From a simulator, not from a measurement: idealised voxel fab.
Process module heading - voxel ribs on slabs
FYI the section here is cut, 190 nm wide, cells are 5 nm squares.
Format of a cross-section: grid, square cells. Given as bands. Order: top down. Band: one or more rows of cells.
The band entry comprises the height of the band's top followed by the height of its bottom, expressed in nm, and subsequently the band's materials from left to right, each stated together with its width in nm. Where a single material is marked with the word "throughout", that material fills the band from edge to edge. The word "blank" represents empty space.
Heights are measured from 0, the level below which the as-received wafer is all one material; the lowest band has no bottom and continues downward, written as in "0 down".
A two-number width, for instance "30->40", indicates that the width is equal to the first number in the top row of the band and to the second number in the bottom row, and that it changes by a constant amount per row of cells.
Take "nothing altered" at face value: in the step it is given for, the cross-section changed in none of its cells.
Closed void entries: empty space of 8 cells or more with no open way to the top, each as width x height at its distance from the left edge, in nm
If you see something after the settings on a step's line, that's the simulator's own remark about that step.
The setting "overlay nm" may be written on the line of a step. When the step uses a mask, the value reports how far to the right of the planned place the mask lay, and a negative value reports that it lay to the left.
Intended process steps
1 RECEIVE, material Si
2 DIRECTIONAL_DEP, material SiO2, thk nm 20
3 DIRECTIONAL_DEP, material SiN, thk nm 20
4 DIRECTIONAL_DEP, material aC, thk nm 10
5 PATTERN, tone cover, mask id RIB, material resist, width nm 15, thk nm 25, overlay nm 0
6 DIRECTIONAL_ETCH, etch materials aC, depth nm 10
7 STRIP, etch materials resist
8 DIRECTIONAL_ETCH, etch materials SiN, depth nm 15
9 STRIP, etch materials aC
10 PATTERN, tone cover, mask id SLAB, material resist, width nm 65, thk nm 20, overlay nm 0
11 DIRECTIONAL_ETCH, etch materials SiN, depth nm 5
12 STRIP, etch materials resist
13 FILL_DEP, material SiO2, thk nm 20
14 CMP, height nm 50
15 DIRECTIONAL_DEP, material W, thk nm 10
16 PATTERN, tone cover, mask id HEATER, material resist, width nm 25, thk nm 15, overlay nm 0
17 DIRECTIONAL_ETCH, etch materials W, depth nm 10
18 STRIP, etch materials resist
19 CONFORMAL_DEP, material SiN, thk nm 5
First wafer, as planned
Cross-section of the wafer at receipt, which is the condition after step 1
0 down = Si throughout
Closed void entries: none
Cross-sectional representation of the wafer at the conclusion of step 2
20 to 0 = SiO2 throughout
For the remainder of the cross-section, below 0, there is no change.
Cross-sectional representation of the wafer at the conclusion of step 3
40 to 20 = SiN throughout
For the remainder of the cross-section, below 20, there is no change.
Cross-sectional representation of the wafer at the conclusion of step 4
50 to 40 = aC throughout
For the remainder of the cross-section, below 40, there is no change.
Cross-sectional representation of the wafer at the conclusion of step 5
75 to 50 = blank=85, then resist=15, then blank=90
For the remainder of the cross-section, below 50, there is no change.
Cross-sectional representation of the wafer at the conclusion of step 6
65 to 50 = blank=85, then resist=15, then blank=90
50 to 40 = blank=85, then aC=15, then blank=90
For the remainder of the cross-section, below 40, there is no change.
Cross-sectional representation of the wafer at the conclusion of step 7
50 to 40 = blank=85, then aC=15, then blank=90
For the remainder of the cross-section, below 40, there is no change.
Cross-sectional representation of the wafer at the conclusion of step 8
50 to 40 = blank=85, then aC=15, then blank=90
40 to 25 = blank=85, then SiN=15, then blank=90
For the remainder of the cross-section, below 25, there is no change.
Cross-sectional representation of the wafer at the conclusion of step 9
40 to 25 = blank=85, then SiN=15, then blank=90
For the remainder of the cross-section, below 25, there is no change.
Cross-sectional representation of the wafer at the conclusion of step 10
60 to 40 = blank=60, then resist=65, then blank=65
40 to 25 = blank=60, then resist=25, then SiN=15, then resist=25, then blank=65
For the remainder of the cross-section, below 25, there is no change.
Cross-sectional representation of the wafer at the conclusion of step 11
60 to 40 = blank=60, then resist=65, then blank=65
40 to 25 = blank=60, then resist=25, then SiN=15, then resist=25, then blank=65
25 to 20 = blank=60, then SiN=65, then blank=65
For the remainder of the cross-section, below 20, there is no change.
Cross-sectional representation of the wafer at the conclusion of step 12
40 to 25 = blank=85, then SiN=15, then blank=90
For the remainder of the cross-section, below 25, there is no change.
Cross-sectional representation of the wafer at the conclusion of step 13
60 to 40 = SiO2 throughout
40 to 25 = SiO2=85, then SiN=15, then SiO2=90
25 to 20 = SiO2=60, then SiN=65, then SiO2=65
For the remainder of the cross-section, below 20, there is no change.
Cross-sectional representation of the wafer at the conclusion of step 14
50 to 40 = SiO2 throughout
For the remainder of the cross-section, below 40, there is no change.
Cross-sectional representation of the wafer at the conclusion of step 15
60 to 50 = W throughout
For the remainder of the cross-section, below 50, there is no change.
Cross-sectional representation of the wafer at the conclusion of step 16
75 to 60 = blank=80, then resist=25, then blank=85
For the remainder of the cross-section, below 60, there is no change.
Cross-sectional representation of the wafer at the conclusion of step 17
75 to 60 = blank=80, then resist=25, then blank=85
60 to 50 = blank=80, then W=25, then blank=85
For the remainder of the cross-section, below 50, there is no change.
Cross-sectional representation of the wafer at the conclusion of step 18
60 to 50 = blank=80, then W=25, then blank=85
For the remainder of the cross-section, below 50, there is no change.
Cross-sectional representation of the wafer at the conclusion of step 19
65 to 60 = blank=75, then SiN=35, then blank=80
60 to 55 = blank=75, then SiN=5, then W=25, then SiN=5, then blank=80
55 to 50 = SiN=80, then W=25, then SiN=85
For the remainder of the cross-section, below 50, there is no change.
Second wafer: same start and same plan as the first, one execution error; identical to the first through step 9
Cross-section of the second wafer at the time by which step 10 should have been completed according to the plan
60 to 40 = blank=65, then resist=60, then blank=65
40 to 25 = blank=65, then resist=20, then SiN=15, then resist=25, then blank=65
For the remainder of the cross-section, below 25, there is no change.
Cross-section of the second wafer at the time by which step 11 should have been completed according to the plan
60 to 40 = blank=65, then resist=60, then blank=65
40 to 25 = blank=65, then resist=20, then SiN=15, then resist=25, then blank=65
25 to 20 = blank=65, then SiN=60, then blank=65
For the remainder of the cross-section, below 20, there is no change.
Cross-section of the second wafer at the time by which step 12 should have been completed according to the plan
40 to 25 = blank=85, then SiN=15, then blank=90
For the remainder of the cross-section, below 25, there is no change.
Cross-section of the second wafer at the time by which step 13 should have been completed according to the plan
60 to 40 = SiO2 throughout
40 to 25 = SiO2=85, then SiN=15, then SiO2=90
25 to 20 = SiO2=65, then SiN=60, then SiO2=65
For the remainder of the cross-section, below 20, there is no change.
Cross-section of the second wafer at the time by which step 14 should have been completed according to the plan
50 to 40 = SiO2 throughout
For the remainder of the cross-section, below 40, there is no change.
Cross-section of the second wafer at the time by which step 15 should have been completed according to the plan
60 to 50 = W throughout
For the remainder of the cross-section, below 50, there is no change.
Cross-section of the second wafer at the time by which step 16 should have been completed according to the plan
75 to 60 = blank=80, then resist=25, then blank=85
For the remainder of the cross-section, below 60, there is no change.
Cross-section of the second wafer at the time by which step 17 should have been completed according to the plan
75 to 60 = blank=80, then resist=25, then blank=85
60 to 50 = blank=80, then W=25, then blank=85
For the remainder of the cross-section, below 50, there is no change.
Cross-section of the second wafer at the time by which step 18 should have been completed according to the plan
60 to 50 = blank=80, then W=25, then blank=85
For the remainder of the cross-section, below 50, there is no change.
Cross-section of the second wafer at the time by which step 19 should have been completed according to the plan
65 to 60 = blank=75, then SiN=35, then blank=80
60 to 55 = blank=75, then SiN=5, then W=25, then SiN=5, then blank=80
55 to 50 = SiN=80, then W=25, then SiN=85
For the remainder of the cross-section, below 50, there is no change.
Nonconformance to the process plan: step 10 deviated from plan and actually ran as PATTERN, tone cover, mask id SLAB, material resist, width nm 60, thk nm 20, overlay nm 0
Materials where the second wafer ends with more or fewer cells than the first: -1 SiN, +1 SiO2
